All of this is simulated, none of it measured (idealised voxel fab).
process module | voxel capacitor over wiring
cross-section cut | 160 nm wide | cells 5 nm
A cross-section is a grid of square cells, given in bands from the top down. A band is one or more rows of cells.
Each band's line starts with the height of the band's top and of its bottom, in nm. Then come its materials from left to right, each with its width in nm. One material with "throughout" fills the band from edge to edge. "air" is empty space.
Height 0 is the level under which the wafer as received is all one material. The lowest band goes on downwards, as in "0 down".
A width such as "30 to 40" changes by the same amount from each row of cells to the next, from the band's top row to its bottom row.
"no change" after a step means that no cell of the cross-section changed.
closed voids: empty space of 8 cells or more with no open way to the top, each as width x height at its distance from the left edge, in nm
after a step's settings: what the simulator itself notes on the step
overlay nm, on a step with a mask: how far to the right of its planned place the mask lay; to the left if negative
plan
1 op RECEIVE | material Si
2 op CONFORMAL_DEP | material SiO2 | thk nm 10
3 op DIRECTIONAL_DEP | material TiN | thk nm 5
4 op DIRECTIONAL_DEP | material Ru | thk nm 15
5 op MASKED_ETCH | tone cover | mask id METAL_1 | width nm 20 | pitch nm 90 | etch materials Ru | depth nm 15 | overlay nm 0
6 op MASKED_ETCH | tone cover | mask id METAL_1 | width nm 20 | pitch nm 90 | etch materials TiN | depth nm 5 | overlay nm 0
7 op CONFORMAL_DEP | material SiN | thk nm 5
8 op FILL_DEP | material lowk | thk nm 5
9 op CMP | height nm 30
10 op CONFORMAL_DEP | material SiCN | thk nm 5
11 op DIRECTIONAL_DEP | material lowk | thk nm 20
12 op DIRECTIONAL_DEP | material aC | thk nm 10
13 op PATTERN | tone open | mask id PLUG_1 | material resist | width nm 15 | thk nm 25 | overlay nm 0
14 op DIRECTIONAL_ETCH | etch materials aC | depth nm 10
15 op STRIP | etch materials resist
16 op DIRECTIONAL_ETCH | etch materials lowk | depth nm 20
17 op DIRECTIONAL_ETCH | etch materials SiCN | depth nm 5
18 op STRIP | etch materials aC
19 op EPI | material Ru | thk nm 10
20 op EPI | material Ru | thk nm 10
21 op EPI | material Ru | thk nm 5
22 op DIRECTIONAL_DEP | material TiN | thk nm 10
23 op DIRECTIONAL_DEP | material Al2O3 | thk nm 5
24 op DIRECTIONAL_DEP | material TiN | thk nm 10
25 op MASKED_ETCH | tone cover | mask id UPPER_PLATE | width nm 75 | etch materials TiN | depth nm 10 | overlay nm 0
26 op MASKED_ETCH | tone cover | mask id UPPER_PLATE | width nm 75 | etch materials Al2O3 | depth nm 5 | overlay nm 0
27 op DIRECTIONAL_DEP | material aC | thk nm 15
28 op PATTERN | tone cover | mask id LOWER_PLATE | material resist | width nm 85 | thk nm 35 | overlay nm 0
29 op DIRECTIONAL_ETCH | etch materials aC | depth nm 15
30 op STRIP | etch materials resist
31 op DIRECTIONAL_ETCH | etch materials TiN | depth nm 10
32 op STRIP | etch materials aC
33 op FILL_DEP | material SiO2 | thk nm 20
34 op CMP | height nm 95
35 op PATTERN | tone open | mask id PLUG_2 | material resist | width nm 15 | thk nm 20 | overlay nm 0
36 op DIRECTIONAL_ETCH | etch materials SiO2 | depth nm 15
37 op STRIP | etch materials resist
38 op CONFORMAL_DEP | material TiN | thk nm 5
39 op FILL_DEP | material Cu | thk nm 5
40 op CMP | height nm 95
41 op CONFORMAL_DEP | material SiCN | thk nm 5
as received, after step 1
  0 down: Si throughout
  closed voids: none
a wafer at the end: this start, this plan, one mistake
  100 to 95: SiCN throughout
  95 to 85: SiO2 40 | TiN 5 | Cu 5 | TiN 5 | SiO2 105
  85 to 80: SiO2 40 | TiN 15 | SiO2 105
  80 to 70: SiO2 30 | TiN 75 | SiO2 55
  70 to 65: SiO2 30 | Al2O3 75 | SiO2 55
  65 to 55: SiO2 25 | TiN 85 | SiO2 50
  55 to 35: lowk 30 | Ru 15 | lowk 115
  35 to 30: SiCN 30 | Ru 15 | SiCN 115
  30 to 20: lowk 25 | SiN 5 | Ru 15 | SiN 5 | lowk 65 | SiN 5 | Ru 15 | SiN 5 | lowk 20
  20 to 15: lowk 20 | SiN 10 | Ru 15 | SiN 5 | lowk 60 | SiN 10 | Ru 15 | SiN 5 | lowk 20
  15 to 10: SiN 25 | TiN 20 | SiN 70 | TiN 20 | SiN 25
  10 to 0: SiO2 throughout
  0 down: Si throughout
  closed voids: none
what went wrong: step 5 ran as: op MASKED_ETCH | tone cover | mask id METAL_1 | width nm 15 | pitch nm 90 | etch materials Ru | depth nm 15 | overlay nm 0
